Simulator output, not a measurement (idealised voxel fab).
Process module under the name voxel self aligned vias
In the cross-section labelled cut, the width is 210 nm and each square cell is 5 nm.
Heads up, the way a cross-section reads in here is a grid of square cells, handed over as bands from the top down, with every band being one or more rows of cells. Each band's line starts with the height of the band's top and of its bottom, in nm. Then come its materials from left to right, each with its width in nm. One material with "everywhere" fills the band from edge to edge. "empty" is empty space. Note: height 0 marks the level under which the wafer is uniformly one material as received. Lowest band unbounded below, written "0..down". Per-row width for "30 to 40": begins at first number (top row of band), ends at second number (bottom row), increment between rows held constant. For the purposes of this document, the phrase "nothing changed" attached to a step denotes that no cell within the cross-section was modified by that step. Closed empty spaces (no open way to the top) of 8 cells or more are what "Closed void catalog" lists, each as width x height at distance from the left edge, nm for all three. Note: text after step settings on the step line = simulator remark on that step. overlay nm: for a step with a mask, the amount by which the mask lay right of where it was planned; a negative amount means left of it.

THE FOLLOWING LIST GIVES THE PLANNED PROCESS STEPS
step 1: RECEIVE | material Si
step 2: CONFORMAL_DEP | material SiO2 | thk nm 15
step 3: CONFORMAL_DEP | material SiCN | thk nm 5
step 4: DIRECTIONAL_DEP | material SiO2 | thk nm 20
step 5: PATTERN | tone open | mask id LINES | material resist | width nm 20 | pitch nm 55 | thk nm 15 | overlay nm 0
step 6: DIRECTIONAL_ETCH | etch materials SiO2 | depth nm 20
step 7: STRIP | etch materials resist
step 8: CONFORMAL_DEP | material TiN | thk nm 5
step 9: FILL_DEP | material Ru | thk nm 5
step 10: CMP | height nm 40
step 11: SELECTIVE_ETCH | etch materials W Ru TiN | depth nm 10
step 12: FILL_DEP | material SiN | thk nm 10
step 13: CMP | height nm 40
step 14: DIRECTIONAL_DEP | material SiO2 | thk nm 20
step 15: MASKED_ETCH | tone open | mask id VIAS | width nm 40 | pitch nm 110 | etch materials SiO2 | depth nm 20 | overlay nm 0
step 16: MASKED_ETCH | tone open | mask id VIAS | width nm 40 | pitch nm 110 | etch materials SiN | depth nm 10 | overlay nm 0
step 17: CONFORMAL_DEP | material TiN | thk nm 5
step 18: FILL_DEP | material Cu | thk nm 10
step 19: CMP | height nm 60
step 20: CONFORMAL_DEP | material SiCN | thk nm 5

FIRST OF TWO WAFERS, PROCESSED ACCORDING TO PLAN

CROSS-SECTION OF THE INCOMING WAFER, STATE AFTER STEP 1
> 0..down: Si everywhere
> Closed void catalog: none

PRESENTED HERE IS A CROSS-SECTION OF THE WAFER AFTER STEP 2 HAS BEEN PERFORMED
> 15..0: SiO2 everywhere
> Nothing below the height 0 has changed.

PRESENTED HERE IS A CROSS-SECTION OF THE WAFER AFTER STEP 3 HAS BEEN PERFORMED
> 20..15: SiCN everywhere
> Nothing below the height 15 has changed.

PRESENTED HERE IS A CROSS-SECTION OF THE WAFER AFTER STEP 4 HAS BEEN PERFORMED
> 40..20: SiO2 everywhere
> Nothing below the height 20 has changed.

PRESENTED HERE IS A CROSS-SECTION OF THE WAFER AFTER STEP 5 HAS BEEN PERFORMED
> 55..40: resist=40; empty=20; resist=35; empty=20; resist=35; empty=20; resist=40
> Nothing below the height 40 has changed.

PRESENTED HERE IS A CROSS-SECTION OF THE WAFER AFTER STEP 6 HAS BEEN PERFORMED
> 55..40: resist=40; empty=20; resist=35; empty=20; resist=35; empty=20; resist=40
> 40..20: SiO2=40; empty=20; SiO2=35; empty=20; SiO2=35; empty=20; SiO2=40
> Nothing below the height 20 has changed.

PRESENTED HERE IS A CROSS-SECTION OF THE WAFER AFTER STEP 7 HAS BEEN PERFORMED
> 40..20: SiO2=40; empty=20; SiO2=35; empty=20; SiO2=35; empty=20; SiO2=40
> Nothing below the height 20 has changed.

PRESENTED HERE IS A CROSS-SECTION OF THE WAFER AFTER STEP 8 HAS BEEN PERFORMED
> 45..40: TiN=45; empty=10; TiN=45; empty=10; TiN=45; empty=10; TiN=45
> 40..25: SiO2=40; TiN=5; empty=10; TiN=5; SiO2=35; TiN=5; empty=10; TiN=5; SiO2=35; TiN=5; empty=10; TiN=5; SiO2=40
> 25..20: SiO2=40; TiN=20; SiO2=35; TiN=20; SiO2=35; TiN=20; SiO2=40
> Nothing below the height 20 has changed.

PRESENTED HERE IS A CROSS-SECTION OF THE WAFER AFTER STEP 9 HAS BEEN PERFORMED
> 50..45: Ru everywhere
> 45..40: TiN=45; Ru=10; TiN=45; Ru=10; TiN=45; Ru=10; TiN=45
> 40..25: SiO2=40; TiN=5; Ru=10; TiN=5; SiO2=35; TiN=5; Ru=10; TiN=5; SiO2=35; TiN=5; Ru=10; TiN=5; SiO2=40
> Nothing below the height 25 has changed.

PRESENTED HERE IS A CROSS-SECTION OF THE WAFER AFTER STEP 10 HAS BEEN PERFORMED
> 40..25: SiO2=40; TiN=5; Ru=10; TiN=5; SiO2=35; TiN=5; Ru=10; TiN=5; SiO2=35; TiN=5; Ru=10; TiN=5; SiO2=40
> Nothing below the height 25 has changed.

PRESENTED HERE IS A CROSS-SECTION OF THE WAFER AFTER STEP 11 HAS BEEN PERFORMED
> 40..30: SiO2=40; empty=20; SiO2=35; empty=20; SiO2=35; empty=20; SiO2=40
> Nothing below the height 30 has changed.

PRESENTED HERE IS A CROSS-SECTION OF THE WAFER AFTER STEP 12 HAS BEEN PERFORMED
> 50..40: SiN everywhere
> 40..30: SiO2=40; SiN=20; SiO2=35; SiN=20; SiO2=35; SiN=20; SiO2=40
> Nothing below the height 30 has changed.

PRESENTED HERE IS A CROSS-SECTION OF THE WAFER AFTER STEP 13 HAS BEEN PERFORMED
> 40..30: SiO2=40; SiN=20; SiO2=35; SiN=20; SiO2=35; SiN=20; SiO2=40
> Nothing below the height 30 has changed.

PRESENTED HERE IS A CROSS-SECTION OF THE WAFER AFTER STEP 14 HAS BEEN PERFORMED
> 60..40: SiO2 everywhere
> Nothing below the height 40 has changed.

PRESENTED HERE IS A CROSS-SECTION OF THE WAFER AFTER STEP 15 HAS BEEN PERFORMED
> 60..40: SiO2=30; empty=40; SiO2=70; empty=40; SiO2=30
> Nothing below the height 40 has changed.

PRESENTED HERE IS A CROSS-SECTION OF THE WAFER AFTER STEP 16 HAS BEEN PERFORMED
> 60..40: SiO2=30; empty=40; SiO2=70; empty=40; SiO2=30
> 40..30: SiO2=40; empty=20; SiO2=35; SiN=20; SiO2=35; empty=20; SiO2=40
> Nothing below the height 30 has changed.

PRESENTED HERE IS A CROSS-SECTION OF THE WAFER AFTER STEP 17 HAS BEEN PERFORMED
> 65..60: TiN=35; empty=30; TiN=80; empty=30; TiN=35
> 60..45: SiO2=30; TiN=5; empty=30; TiN=5; SiO2=70; TiN=5; empty=30; TiN=5; SiO2=30
> 45..40: SiO2=30; TiN=15; empty=10; TiN=15; SiO2=70; TiN=15; empty=10; TiN=15; SiO2=30
> 40..35: SiO2=40; TiN=5; empty=10; TiN=5; SiO2=35; SiN=20; SiO2=35; TiN=5; empty=10; TiN=5; SiO2=40
> 35..30: SiO2=40; TiN=20; SiO2=35; SiN=20; SiO2=35; TiN=20; SiO2=40
> Nothing below the height 30 has changed.

PRESENTED HERE IS A CROSS-SECTION OF THE WAFER AFTER STEP 18 HAS BEEN PERFORMED
> 75..65: Cu everywhere
> 65..60: TiN=35; Cu=30; TiN=80; Cu=30; TiN=35
> 60..45: SiO2=30; TiN=5; Cu=30; TiN=5; SiO2=70; TiN=5; Cu=30; TiN=5; SiO2=30
> 45..40: SiO2=30; TiN=15; Cu=10; TiN=15; SiO2=70; TiN=15; Cu=10; TiN=15; SiO2=30
> 40..35: SiO2=40; TiN=5; Cu=10; TiN=5; SiO2=35; SiN=20; SiO2=35; TiN=5; Cu=10; TiN=5; SiO2=40
> Nothing below the height 35 has changed.

PRESENTED HERE IS A CROSS-SECTION OF THE WAFER AFTER STEP 19 HAS BEEN PERFORMED
> 60..45: SiO2=30; TiN=5; Cu=30; TiN=5; SiO2=70; TiN=5; Cu=30; TiN=5; SiO2=30
> Nothing below the height 45 has changed.

PRESENTED HERE IS A CROSS-SECTION OF THE WAFER AFTER STEP 20 HAS BEEN PERFORMED
> 65..60: SiCN everywhere
> Nothing below the height 60 has changed.

THE SECOND WAFER WAS PREPARED FROM THE SAME STARTING POINT AND UNDER THE SAME PLAN AS THE FIRST; ITS PROCESSING CONTAINED ONE MISTAKE, AND IT REMAINS INDISTINGUISHABLE FROM THE FIRST WAFER UP TO AND INCLUDING STEP 4

SECOND WAFER, CROSS-SECTION, PLANNED END OF STEP 5
> 55..40: resist=30; empty=20; resist=35; empty=20; resist=35; empty=20; resist=50
> Nothing below the height 40 has changed.

SECOND WAFER, CROSS-SECTION, PLANNED END OF STEP 6
> 55..40: resist=30; empty=20; resist=35; empty=20; resist=35; empty=20; resist=50
> 40..20: SiO2=30; empty=20; SiO2=35; empty=20; SiO2=35; empty=20; SiO2=50
> Nothing below the height 20 has changed.

SECOND WAFER, CROSS-SECTION, PLANNED END OF STEP 7
> 40..20: SiO2=30; empty=20; SiO2=35; empty=20; SiO2=35; empty=20; SiO2=50
> Nothing below the height 20 has changed.

SECOND WAFER, CROSS-SECTION, PLANNED END OF STEP 8
> 45..40: TiN=35; empty=10; TiN=45; empty=10; TiN=45; empty=10; TiN=55
> 40..25: SiO2=30; TiN=5; empty=10; TiN=5; SiO2=35; TiN=5; empty=10; TiN=5; SiO2=35; TiN=5; empty=10; TiN=5; SiO2=50
> 25..20: SiO2=30; TiN=20; SiO2=35; TiN=20; SiO2=35; TiN=20; SiO2=50
> Nothing below the height 20 has changed.

SECOND WAFER, CROSS-SECTION, PLANNED END OF STEP 9
> 50..45: Ru everywhere
> 45..40: TiN=35; Ru=10; TiN=45; Ru=10; TiN=45; Ru=10; TiN=55
> 40..25: SiO2=30; TiN=5; Ru=10; TiN=5; SiO2=35; TiN=5; Ru=10; TiN=5; SiO2=35; TiN=5; Ru=10; TiN=5; SiO2=50
> Nothing below the height 25 has changed.

SECOND WAFER, CROSS-SECTION, PLANNED END OF STEP 10
> 40..25: SiO2=30; TiN=5; Ru=10; TiN=5; SiO2=35; TiN=5; Ru=10; TiN=5; SiO2=35; TiN=5; Ru=10; TiN=5; SiO2=50
> Nothing below the height 25 has changed.

SECOND WAFER, CROSS-SECTION, PLANNED END OF STEP 11
> 40..30: SiO2=30; empty=20; SiO2=35; empty=20; SiO2=35; empty=20; SiO2=50
> Nothing below the height 30 has changed.

SECOND WAFER, CROSS-SECTION, PLANNED END OF STEP 12
> 50..40: SiN everywhere
> 40..30: SiO2=30; SiN=20; SiO2=35; SiN=20; SiO2=35; SiN=20; SiO2=50
> Nothing below the height 30 has changed.

SECOND WAFER, CROSS-SECTION, PLANNED END OF STEP 13
> 40..30: SiO2=30; SiN=20; SiO2=35; SiN=20; SiO2=35; SiN=20; SiO2=50
> Nothing below the height 30 has changed.

SECOND WAFER, CROSS-SECTION, PLANNED END OF STEP 14
> 60..40: SiO2 everywhere
> Nothing below the height 40 has changed.

SECOND WAFER, CROSS-SECTION, PLANNED END OF STEP 15
> 60..40: SiO2=30; empty=40; SiO2=70; empty=40; SiO2=30
> Nothing below the height 40 has changed.

SECOND WAFER, CROSS-SECTION, PLANNED END OF STEP 16
> 60..40: SiO2=30; empty=40; SiO2=70; empty=40; SiO2=30
> 40..30: SiO2=30; empty=20; SiO2=35; SiN=20; SiO2=35; empty=20; SiO2=50
> Nothing below the height 30 has changed.

SECOND WAFER, CROSS-SECTION, PLANNED END OF STEP 17
> 65..60: TiN=35; empty=30; TiN=80; empty=30; TiN=35
> 60..45: SiO2=30; TiN=5; empty=30; TiN=5; SiO2=70; TiN=5; empty=30; TiN=5; SiO2=30
> 45..40: SiO2=30; TiN=5; empty=10; TiN=25; SiO2=70; TiN=5; empty=10; TiN=25; SiO2=30
> 40..35: SiO2=30; TiN=5; empty=10; TiN=5; SiO2=35; SiN=20; SiO2=35; TiN=5; empty=10; TiN=5; SiO2=50
> 35..30: SiO2=30; TiN=20; SiO2=35; SiN=20; SiO2=35; TiN=20; SiO2=50
> Nothing below the height 30 has changed.

SECOND WAFER, CROSS-SECTION, PLANNED END OF STEP 18
> 75..65: Cu everywhere
> 65..60: TiN=35; Cu=30; TiN=80; Cu=30; TiN=35
> 60..45: SiO2=30; TiN=5; Cu=30; TiN=5; SiO2=70; TiN=5; Cu=30; TiN=5; SiO2=30
> 45..40: SiO2=30; TiN=5; Cu=10; TiN=25; SiO2=70; TiN=5; Cu=10; TiN=25; SiO2=30
> 40..35: SiO2=30; TiN=5; Cu=10; TiN=5; SiO2=35; SiN=20; SiO2=35; TiN=5; Cu=10; TiN=5; SiO2=50
> Nothing below the height 35 has changed.

SECOND WAFER, CROSS-SECTION, PLANNED END OF STEP 19
> 60..45: SiO2=30; TiN=5; Cu=30; TiN=5; SiO2=70; TiN=5; Cu=30; TiN=5; SiO2=30
> Nothing below the height 45 has changed.

SECOND WAFER, CROSS-SECTION, PLANNED END OF STEP 20
> 65..60: SiCN everywhere
> Nothing below the height 60 has changed.
Short version of what went wrong: step 5 ran as: PATTERN | tone open | mask id LINES | material resist | width nm 20 | pitch nm 55 | thk nm 15 | overlay nm -10
Comparing end states, the material composition by cell count is preserved from the first wafer to the second, while the locations of the cells are not.
